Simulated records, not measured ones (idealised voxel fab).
process module | voxel released beams
Cross-section cut: width 235 nm, square cells of 5 nm.
Just so we're on the same page, the cross-sections are grids of square cells, and they're listed out in bands top to bottom, each band one or more rows deep.
The band entry comprises the height of the band's top followed by the height of its bottom, expressed in nm, and subsequently the band's materials from left to right, each stated together with its width in nm. Where a single material is marked with the word "full width", that material fills the band from edge to edge. The word "blank" represents empty space.
Basically, 0 is our baseline, since under it the wafer straight out of the box is all one material. The bottom band has no lower end and keeps on going down, so it looks like "0..down".
Width "30 to 40": first value at the band's top row of cells, second value at its bottom row, equal change from row to row.
A step reported as "same as before" is a step in which no cell of the cross-section changed.
Empty spaces without an open route to the top, at least 8 cells in extent, make up the entry "Enclosed void listing"; each is given as width x height at distance, where the distance is measured from the left edge, and all are in nm.
Anything after a step's settings on that line? It's the simulator's own note about the step.
"overlay nm" answers the question of how far to the right of plan the mask lay on a step that has a mask, and when it is negative the answer is to the left.
List of planned process steps:
1) op RECEIVE | material Si
2) op CONFORMAL_DEP | material SiN | thk nm 10
3) op DIRECTIONAL_DEP | material SiO2 | thk nm 15
4) op DIRECTIONAL_DEP | material aC | thk nm 10
5) op PATTERN | tone open | mask id ANCHOR | material resist | width nm 35 | thk nm 25 | overlay nm 0
6) op DIRECTIONAL_ETCH | etch materials aC | depth nm 10
7) op STRIP | etch materials resist
8) op DIRECTIONAL_ETCH | etch materials SiO2 | depth nm 15
9) op STRIP | etch materials aC
10) op CONFORMAL_DEP | material TiN | thk nm 10
11) op DIRECTIONAL_DEP | material aC | thk nm 15
12) op PATTERN | tone cover | mask id BEAM | material resist | width nm 90 | thk nm 30 | overlay nm 0
13) op DIRECTIONAL_ETCH | etch materials aC | depth nm 15
14) op STRIP | etch materials resist
15) op DIRECTIONAL_ETCH | etch materials TiN | depth nm 10
16) op STRIP | etch materials aC
17) op STRIP | etch materials SiO2
First of two wafers: run as planned:
Shown in cross-section is the wafer as received, that is, as it stands after step 1:
> 0..down | Si full width
> Enclosed void listing: none
How the wafer stands in section after step 2:
> 10..0 | SiN full width
> Below a height of 0, the structure has not been altered.
How the wafer stands in section after step 3:
> 25..10 | SiO2 full width
> Below a height of 10, the structure has not been altered.
How the wafer stands in section after step 4:
> 35..25 | aC full width
> Below a height of 25, the structure has not been altered.
How the wafer stands in section after step 5:
> 60..35 | 75 nm resist; 35 nm blank; 125 nm resist
> Below a height of 35, the structure has not been altered.
How the wafer stands in section after step 6:
> 50..35 | 75 nm resist; 35 nm blank; 125 nm resist
> 35..25 | 75 nm aC; 35 nm blank; 125 nm aC
> Below a height of 25, the structure has not been altered.
How the wafer stands in section after step 7:
> 35..25 | 75 nm aC; 35 nm blank; 125 nm aC
> Below a height of 25, the structure has not been altered.
How the wafer stands in section after step 8:
> 35..25 | 75 nm aC; 35 nm blank; 125 nm aC
> 25..10 | 75 nm SiO2; 35 nm blank; 125 nm SiO2
> Below a height of 10, the structure has not been altered.
How the wafer stands in section after step 9:
> 25..10 | 75 nm SiO2; 35 nm blank; 125 nm SiO2
> Below a height of 10, the structure has not been altered.
How the wafer stands in section after step 10:
> 35..25 | 85 nm TiN; 15 nm blank; 135 nm TiN
> 25..20 | 75 nm SiO2; 10 nm TiN; 15 nm blank; 10 nm TiN; 125 nm SiO2
> 20..10 | 75 nm SiO2; 35 nm TiN; 125 nm SiO2
> Below a height of 10, the structure has not been altered.
How the wafer stands in section after step 11:
> 50..35 | 85 nm aC; 15 nm blank; 135 nm aC
> 35..25 | 85 nm TiN; 15 nm aC; 135 nm TiN
> 25..20 | 75 nm SiO2; 10 nm TiN; 15 nm aC; 10 nm TiN; 125 nm SiO2
> Below a height of 20, the structure has not been altered.
How the wafer stands in section after step 12:
> 80..50 | 70 nm blank; 90 nm resist; 75 nm blank
> 50..35 | 85 nm aC; 15 nm resist; 135 nm aC
> Below a height of 35, the structure has not been altered.
How the wafer stands in section after step 13:
> 65..50 | 70 nm blank; 90 nm resist; 75 nm blank
> 50..35 | 70 nm blank; 15 nm aC; 15 nm resist; 60 nm aC; 75 nm blank
> Below a height of 35, the structure has not been altered.
How the wafer stands in section after step 14:
> 50..35 | 70 nm blank; 15 nm aC; 15 nm blank; 60 nm aC; 75 nm blank
> Below a height of 35, the structure has not been altered.
How the wafer stands in section after step 15:
> 50..35 | 70 nm blank; 15 nm aC; 15 nm blank; 60 nm aC; 75 nm blank
> 35..25 | 70 nm blank; 15 nm TiN; 15 nm aC; 60 nm TiN; 75 nm blank
> Below a height of 25, the structure has not been altered.
How the wafer stands in section after step 16:
> 35..25 | 70 nm blank; 15 nm TiN; 15 nm blank; 60 nm TiN; 75 nm blank
> 25..20 | 75 nm SiO2; 10 nm TiN; 15 nm blank; 10 nm TiN; 125 nm SiO2
> Below a height of 20, the structure has not been altered.
How the wafer stands in section after step 17:
> 35..25 | 70 nm blank; 15 nm TiN; 15 nm blank; 60 nm TiN; 75 nm blank
> 25..20 | 75 nm blank; 10 nm TiN; 15 nm blank; 10 nm TiN; 125 nm blank
> 20..10 | 75 nm blank; 35 nm TiN; 125 nm blank
> Below a height of 10, the structure has not been altered.
Second wafer: same start and same plan as the first, one execution error; identical to the first through step 4:
Second wafer cross-section, taken as of the time the plan sets for step 5 to be done:
> 60..35 | 75 nm blank; 35 nm resist; 125 nm blank
> Below a height of 35, the structure has not been altered.
Second wafer cross-section, taken as of the time the plan sets for step 6 to be done:
> 50..35 | 75 nm blank; 35 nm resist; 125 nm blank
> 35..25 | 75 nm blank; 35 nm aC; 125 nm blank
> Below a height of 25, the structure has not been altered.
Second wafer cross-section, taken as of the time the plan sets for step 7 to be done:
> 35..25 | 75 nm blank; 35 nm aC; 125 nm blank
> Below a height of 25, the structure has not been altered.
Second wafer cross-section, taken as of the time the plan sets for step 8 to be done:
> 35..25 | 75 nm blank; 35 nm aC; 125 nm blank
> 25..10 | 75 nm blank; 35 nm SiO2; 125 nm blank
> Below a height of 10, the structure has not been altered.
Second wafer cross-section, taken as of the time the plan sets for step 9 to be done:
> 25..10 | 75 nm blank; 35 nm SiO2; 125 nm blank
> Below a height of 10, the structure has not been altered.
Second wafer cross-section, taken as of the time the plan sets for step 10 to be done:
> 35..25 | 65 nm blank; 55 nm TiN; 115 nm blank
> 25..20 | 65 nm blank; 10 nm TiN; 35 nm SiO2; 10 nm TiN; 115 nm blank
> 20..10 | 75 nm TiN; 35 nm SiO2; 125 nm TiN
> Below a height of 10, the structure has not been altered.
Second wafer cross-section, taken as of the time the plan sets for step 11 to be done:
> 50..35 | 65 nm blank; 55 nm aC; 115 nm blank
> 35..25 | 65 nm aC; 55 nm TiN; 115 nm aC
> 25..20 | 65 nm aC; 10 nm TiN; 35 nm SiO2; 10 nm TiN; 115 nm aC
> Below a height of 20, the structure has not been altered.
Second wafer cross-section, taken as of the time the plan sets for step 12 to be done:
> 80..50 | 70 nm blank; 90 nm resist; 75 nm blank
> 50..35 | 65 nm blank; 55 nm aC; 40 nm resist; 75 nm blank
> Below a height of 35, the structure has not been altered.
Second wafer cross-section, taken as of the time the plan sets for step 13 to be done:
> 65..50 | 70 nm blank; 90 nm resist; 75 nm blank
> 50..35 | 70 nm blank; 50 nm aC; 40 nm resist; 75 nm blank
> 35..25 | 65 nm blank; 55 nm TiN; 40 nm aC; 75 nm blank
> 25..20 | 65 nm blank; 10 nm TiN; 35 nm SiO2; 10 nm TiN; 40 nm aC; 75 nm blank
> Below a height of 20, the structure has not been altered.
Second wafer cross-section, taken as of the time the plan sets for step 14 to be done:
> 50..35 | 70 nm blank; 50 nm aC; 115 nm blank
> Below a height of 35, the structure has not been altered.
Second wafer cross-section, taken as of the time the plan sets for step 15 to be done:
> 50..35 | 70 nm blank; 50 nm aC; 115 nm blank
> 35..25 | 70 nm blank; 50 nm TiN; 40 nm aC; 75 nm blank
> 25..20 | 65 nm blank; 10 nm TiN; 35 nm SiO2; 10 nm TiN; 40 nm aC; 75 nm blank
> 20..10 | 65 nm blank; 10 nm TiN; 35 nm SiO2; 50 nm TiN; 75 nm blank
> Below a height of 10, the structure has not been altered.
Second wafer cross-section, taken as of the time the plan sets for step 16 to be done:
> 35..25 | 70 nm blank; 50 nm TiN; 115 nm blank
> 25..20 | 65 nm blank; 10 nm TiN; 35 nm SiO2; 10 nm TiN; 115 nm blank
> Below a height of 20, the structure has not been altered.
Second wafer cross-section, taken as of the time the plan sets for step 17 to be done: same as before
Want to know what went wrong? step 5 was processed under conditions differing from the plan, specifically as op PATTERN | tone cover | mask id ANCHOR | material resist | width nm 35 | thk nm 25 | overlay nm 0
Wrapping up, a cell-based count of both wafers puts the second over or under the first for these materials: +21 SiO2
